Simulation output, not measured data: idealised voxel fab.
Process module in this document: voxel lift off
Cross-section cut: width 175 nm, square cells of 5 nm.
Each cross-section below is a grid of square cells, stated as bands in top-down order, with one or more rows of cells making up each band.
Per band: top height and bottom height in nm, followed by the left-to-right materials and their widths in nm; "everywhere" marks a single material spanning edge to edge, "empty" marks empty space.
Note: height 0 marks the level under which the wafer is uniformly one material as received. Lowest band unbounded below, written "0 and below".
So if you see something like "30..40" for the width, read it as the top row of the band sitting at the first number and the bottom row at the second, with every row in between moving by the same amount as the last.
Where the words "no change occurred" appear for a step, the cross-section shows no cell changed by that step; every cell remained as before.
"Non-vented voids" enumerates empty spaces isolated from the top, with no open way to it, that contain at least 8 cells, giving each as width x height at distance from the left edge, all three in nm.
after a step's settings: what the simulator itself notes on the step
overlay nm: step with mask; distance mask lay right of planned place; negative value = left of planned place.
If you're wondering how to read the rest of this, here's the deal. It's pairs of cross-sections: one from before a process step, one from after it. The after one is only drawn as far down as the lowest band that changed. Right under each pair you'll see which step sits between them and what its settings were. Don't read the pairs as one continuous story, though. They can come from different runs of this module on the same starting wafer, and a pair only carries on from the one above it where its entry headed "State before" says so.
[State before]
* 0 and below  Si everywhere
* Non-vented voids: none
[Section, Post-Step]
* 10 down to 0  SiN everywhere
* Below 0, no change.
* Non-vented voids: none
In between the before and after cross-sections above, the step is CONFORMAL_DEP, material SiN, thk nm 10
State before: see the after view in the pair directly above.
[Section, Post-Step]
* 30 down to 10  35 nm resist, then 15 nm empty, then 30 nm resist, then 15 nm empty, then 30 nm resist, then 15 nm empty, then 35 nm resist
* Below 10, no change.
* Non-vented voids: none
In between the before and after cross-sections above, the step is PATTERN, tone open, mask id LINES, material resist, width nm 15, pitch nm 45, thk nm 20, overlay nm 0
State before: see the after view in the pair directly above.
[Section, Post-Step]
* 40 down to 30  35 nm Ru, then 15 nm empty, then 30 nm Ru, then 15 nm empty, then 30 nm Ru, then 15 nm empty, then 35 nm Ru
* 30 down to 20  35 nm resist, then 15 nm empty, then 30 nm resist, then 15 nm empty, then 30 nm resist, then 15 nm empty, then 35 nm resist
* 20 down to 10  35 nm resist, then 15 nm Ru, then 30 nm resist, then 15 nm Ru, then 30 nm resist, then 15 nm Ru, then 35 nm resist
* Below 10, no change.
* Non-vented voids: none
In between the before and after cross-sections above, the step is DIRECTIONAL_DEP, material Ru, thk nm 10
State before: see the after view in the pair directly above.
[Section, Post-Step]
* 20 down to 10  35 nm empty, then 15 nm Ru, then 30 nm empty, then 15 nm Ru, then 30 nm empty, then 15 nm Ru, then 35 nm empty
* Below 10, no change.
* Non-vented voids: none
In between the before and after cross-sections above, the step is STRIP, etch materials resist
State before: see the after view in the pair directly above.
[Section, Post-Step]
* 25 down to 20  30 nm empty, then 25 nm SiN, then 20 nm empty, then 25 nm SiN, then 20 nm empty, then 25 nm SiN, then 30 nm empty
* 20 down to 15  30 nm empty, then 5 nm SiN, then 15 nm Ru, then 5 nm SiN, then 20 nm empty, then 5 nm SiN, then 15 nm Ru, then 5 nm SiN, then 20 nm empty, then 5 nm SiN, then 15 nm Ru, then 5 nm SiN, then 30 nm empty
* 15 down to 10  35 nm SiN, then 15 nm Ru, then 30 nm SiN, then 15 nm Ru, then 30 nm SiN, then 15 nm Ru, then 35 nm SiN
* Below 10, no change.
* Non-vented voids: none
In between the before and after cross-sections above, the step is CONFORMAL_DEP, material SiN, thk nm 5
[State before]
* 0 and below  Si everywhere
* Non-vented voids: none
[Section, Post-Step]
* 20 down to 0  35 nm resist, then 15 nm empty, then 30 nm resist, then 15 nm empty, then 30 nm resist, then 15 nm empty, then 35 nm resist
* Below 0, no change.
* Non-vented voids: none
In between the before and after cross-sections above, the step is PATTERN, tone open, mask id LINES, material resist, width nm 15, pitch nm 45, thk nm 20, overlay nm 0
State before: see the after view in the pair directly above.
[Section, Post-Step]
* 30 down to 20  35 nm Ru, then 15 nm empty, then 30 nm Ru, then 15 nm empty, then 30 nm Ru, then 15 nm empty, then 35 nm Ru
* 20 down to 10  35 nm resist, then 15 nm empty, then 30 nm resist, then 15 nm empty, then 30 nm resist, then 15 nm empty, then 35 nm resist
* 10 down to 0  35 nm resist, then 15 nm Ru, then 30 nm resist, then 15 nm Ru, then 30 nm resist, then 15 nm Ru, then 35 nm resist
* Below 0, no change.
* Non-vented voids: none
In between the before and after cross-sections above, the step is DIRECTIONAL_DEP, material Ru, thk nm 10
State before: see the after view in the pair directly above.
[Section, Post-Step]
* 10 down to 0  35 nm empty, then 15 nm Ru, then 30 nm empty, then 15 nm Ru, then 30 nm empty, then 15 nm Ru, then 35 nm empty
* Below 0, no change.
* Non-vented voids: none
In between the before and after cross-sections above, the step is STRIP, etch materials resist
State before: see the after view in the pair directly above.
[Section, Post-Step]
* 15 down to 10  30 nm empty, then 25 nm SiN, then 20 nm empty, then 25 nm SiN, then 20 nm empty, then 25 nm SiN, then 30 nm empty
* 10 down to 5  30 nm empty, then 5 nm SiN, then 15 nm Ru, then 5 nm SiN, then 20 nm empty, then 5 nm SiN, then 15 nm Ru, then 5 nm SiN, then 20 nm empty, then 5 nm SiN, then 15 nm Ru, then 5 nm SiN, then 30 nm empty
* 5 down to 0  35 nm SiN, then 15 nm Ru, then 30 nm SiN, then 15 nm Ru, then 30 nm SiN, then 15 nm Ru, then 35 nm SiN
* Below 0, no change.
* Non-vented voids: none
In between the before and after cross-sections above, the step is CONFORMAL_DEP, material SiN, thk nm 5
[State before]
* 30 down to 10  35 nm resist, then 15 nm empty, then 30 nm resist, then 15 nm empty, then 30 nm resist, then 15 nm empty, then 35 nm resist
* 10 down to 0  SiN everywhere
* 0 and below  Si everywhere
* Non-vented voids: none
[Section, Post-Step]
* 45 down to 30  35 nm Ru, then 15 nm empty, then 30 nm Ru, then 15 nm empty, then 30 nm Ru, then 15 nm empty, then 35 nm Ru
* 30 down to 25  35 nm resist, then 15 nm empty, then 30 nm resist, then 15 nm empty, then 30 nm resist, then 15 nm empty, then 35 nm resist
* 25 down to 10  35 nm resist, then 15 nm Ru, then 30 nm resist, then 15 nm Ru, then 30 nm resist, then 15 nm Ru, then 35 nm resist
* Below 10, no change.
* Non-vented voids: none
In between the before and after cross-sections above, the step is DIRECTIONAL_DEP, material Ru, thk nm 15
State before: see the after view in the pair directly above.
[Section, Post-Step]
* 25 down to 10  35 nm empty, then 15 nm Ru, then 30 nm empty, then 15 nm Ru, then 30 nm empty, then 15 nm Ru, then 35 nm empty
* Below 10, no change.
* Non-vented voids: none
In between the before and after cross-sections above, the step is STRIP, etch materials resist
State before: see the after view in the pair directly above.
[Section, Post-Step]
* 30 down to 25  30 nm empty, then 25 nm SiN, then 20 nm empty, then 25 nm SiN, then 20 nm empty, then 25 nm SiN, then 30 nm empty
* 25 down to 15  30 nm empty, then 5 nm SiN, then 15 nm Ru, then 5 nm SiN, then 20 nm empty, then 5 nm SiN, then 15 nm Ru, then 5 nm SiN, then 20 nm empty, then 5 nm SiN, then 15 nm Ru, then 5 nm SiN, then 30 nm empty
* 15 down to 10  35 nm SiN, then 15 nm Ru, then 30 nm SiN, then 15 nm Ru, then 30 nm SiN, then 15 nm Ru, then 35 nm SiN
* Below 10, no change.
* Non-vented voids: none
In between the before and after cross-sections above, the step is CONFORMAL_DEP, material SiN, thk nm 5
[State before]
* 10 down to 0  SiN everywhere
* 0 and below  Si everywhere
* Non-vented voids: none
[Section, Post-Step]
* 30 down to 10  35 nm resist, then 20 nm empty, then 25 nm resist, then 20 nm empty, then 25 nm resist, then 20 nm empty, then 30 nm resist
* Below 10, no change.
* Non-vented voids: none
In between the before and after cross-sections above, the step is PATTERN, tone open, mask id LINES, material resist, width nm 20, pitch nm 45, thk nm 20, overlay nm 0
State before: see the after view in the pair directly above.
[Section, Post-Step]
* 40 down to 30  35 nm Ru, then 20 nm empty, then 25 nm Ru, then 20 nm empty, then 25 nm Ru, then 20 nm empty, then 30 nm Ru
* 30 down to 20  35 nm resist, then 20 nm empty, then 25 nm resist, then 20 nm empty, then 25 nm resist, then 20 nm empty, then 30 nm resist
* 20 down to 10  35 nm resist, then 20 nm Ru, then 25 nm resist, then 20 nm Ru, then 25 nm resist, then 20 nm Ru, then 30 nm resist
* Below 10, no change.
* Non-vented voids: none
In between the before and after cross-sections above, the step is DIRECTIONAL_DEP, material Ru, thk nm 10
State before: see the after view in the pair directly above.
[Section, Post-Step]
* 20 down to 10  35 nm empty, then 20 nm Ru, then 25 nm empty, then 20 nm Ru, then 25 nm empty, then 20 nm Ru, then 30 nm empty
* Below 10, no change.
* Non-vented voids: none
In between the before and after cross-sections above, the step is STRIP, etch materials resist
State before: see the after view in the pair directly above.
[Section, Post-Step]
* 25 down to 20  30 nm empty, then 30 nm SiN, then 15 nm empty, then 30 nm SiN, then 15 nm empty, then 30 nm SiN, then 25 nm empty
* 20 down to 15  30 nm empty, then 5 nm SiN, then 20 nm Ru, then 5 nm SiN, then 15 nm empty, then 5 nm SiN, then 20 nm Ru, then 5 nm SiN, then 15 nm empty, then 5 nm SiN, then 20 nm Ru, then 5 nm SiN, then 25 nm empty
* 15 down to 10  35 nm SiN, then 20 nm Ru, then 25 nm SiN, then 20 nm Ru, then 25 nm SiN, then 20 nm Ru, then 30 nm SiN
* Below 10, no change.
* Non-vented voids: none
In between the before and after cross-sections above, the step is CONFORMAL_DEP, material SiN, thk nm 5
[State before]
* 10 down to 0  SiN everywhere
* 0 and below  Si everywhere
* Non-vented voids: none
[Section, Post-Step]
* 30 down to 10  30 nm resist, then 15 nm empty, then 30 nm resist, then 15 nm empty, then 30 nm resist, then 15 nm empty, then 40 nm resist
* Below 10, no change.
* Non-vented voids: none
In between the before and after cross-sections above, the step is PATTERN, tone open, mask id LINES, material resist, width nm 15, pitch nm 45, thk nm 20, overlay nm -5
State before: see the after view in the pair directly above.
[Section, Post-Step]
* 40 down to 30  30 nm Ru, then 15 nm empty, then 30 nm Ru, then 15 nm empty, then 30 nm Ru, then 15 nm empty, then 40 nm Ru
* 30 down to 20  30 nm resist, then 15 nm empty, then 30 nm resist, then 15 nm empty, then 30 nm resist, then 15 nm empty, then 40 nm resist
* 20 down to 10  30 nm resist, then 15 nm Ru, then 30 nm resist, then 15 nm Ru, then 30 nm resist, then 15 nm Ru, then 40 nm resist
* Below 10, no change.
* Non-vented voids: none
In between the before and after cross-sections above, the step is DIRECTIONAL_DEP, material Ru, thk nm 10
State before: see the after view in the pair directly above.
[Section, Post-Step]
* 20 down to 10  30 nm empty, then 15 nm Ru, then 30 nm empty, then 15 nm Ru, then 30 nm empty, then 15 nm Ru, then 40 nm empty
* Below 10, no change.
* Non-vented voids: none
In between the before and after cross-sections above, the step is STRIP, etch materials resist
State before: see the after view in the pair directly above.
[Section, Post-Step]
* 25 down to 20  25 nm empty, then 25 nm SiN, then 20 nm empty, then 25 nm SiN, then 20 nm empty, then 25 nm SiN, then 35 nm empty
* 20 down to 15  25 nm empty, then 5 nm SiN, then 15 nm Ru, then 5 nm SiN, then 20 nm empty, then 5 nm SiN, then 15 nm Ru, then 5 nm SiN, then 20 nm empty, then 5 nm SiN, then 15 nm Ru, then 5 nm SiN, then 35 nm empty
* 15 down to 10  30 nm SiN, then 15 nm Ru, then 30 nm SiN, then 15 nm Ru, then 30 nm SiN, then 15 nm Ru, then 40 nm SiN
* Below 10, no change.
* Non-vented voids: none
In between the before and after cross-sections above, the step is CONFORMAL_DEP, material SiN, thk nm 5
[State before]
* 20 down to 10  35 nm empty, then 15 nm Ru, then 30 nm empty, then 15 nm Ru, then 30 nm empty, then 15 nm Ru, then 35 nm empty
* 10 down to 0  SiN everywhere
* 0 and below  Si everywhere
* Non-vented voids: none
[Section, Post-Step]
* 25 down to 15  30 nm empty, then 25 nm Ru, then 20 nm empty, then 25 nm Ru, then 20 nm empty, then 25 nm Ru, then 30 nm empty
* 15 down to 10  Ru everywhere
* Below 10, no change.
* Non-vented voids: none
In between the before and after cross-sections above, the step is CONFORMAL_DEP, material Ru, thk nm 5
[State before]
* 10 down to 0  SiN everywhere
* 0 and below  Si everywhere
* Non-vented voids: none
[Section, Post-Step]
* 30 down to 10  35 nm empty, then 15 nm resist, then 30 nm empty, then 15 nm resist, then 30 nm empty, then 15 nm resist, then 35 nm empty
* Below 10, no change.
* Non-vented voids: none
In between the before and after cross-sections above, the step is PATTERN, tone cover, mask id LINES, material resist, width nm 15, pitch nm 45, thk nm 20, overlay nm 0
State before: see the after view in the pair directly above.
[Section, Post-Step]
* 40 down to 30  35 nm empty, then 15 nm Ru, then 30 nm empty, then 15 nm Ru, then 30 nm empty, then 15 nm Ru, then 35 nm empty
* 30 down to 20  35 nm empty, then 15 nm resist, then 30 nm empty, then 15 nm resist, then 30 nm empty, then 15 nm resist, then 35 nm empty
* 20 down to 10  35 nm Ru, then 15 nm resist, then 30 nm Ru, then 15 nm resist, then 30 nm Ru, then 15 nm resist, then 35 nm Ru
* Below 10, no change.
* Non-vented voids: none
In between the before and after cross-sections above, the step is DIRECTIONAL_DEP, material Ru, thk nm 10
State before: see the after view in the pair directly above.
[Section, Post-Step]
* 20 down to 10  35 nm Ru, then 15 nm empty, then 30 nm Ru, then 15 nm empty, then 30 nm Ru, then 15 nm empty, then 35 nm Ru
* Below 10, no change.
* Non-vented voids: none
In between the before and after cross-sections above, the step is STRIP, etch materials resist
State before: see the after view in the pair directly above.
[Section, Post-Step]
* 25 down to 20  40 nm SiN, then 5 nm empty, then 40 nm SiN, then 5 nm empty, then 40 nm SiN, then 5 nm empty, then 40 nm SiN
* 20 down to 15  35 nm Ru, then 5 nm SiN, then 5 nm empty, then 5 nm SiN, then 30 nm Ru, then 5 nm SiN, then 5 nm empty, then 5 nm SiN, then 30 nm Ru, then 5 nm SiN, then 5 nm empty, then 5 nm SiN, then 35 nm Ru
* 15 down to 10  35 nm Ru, then 15 nm SiN, then 30 nm Ru, then 15 nm SiN, then 30 nm Ru, then 15 nm SiN, then 35 nm Ru
* Below 10, no change.
* Non-vented voids: none
In between the before and after cross-sections above, the step is CONFORMAL_DEP, material SiN, thk nm 5
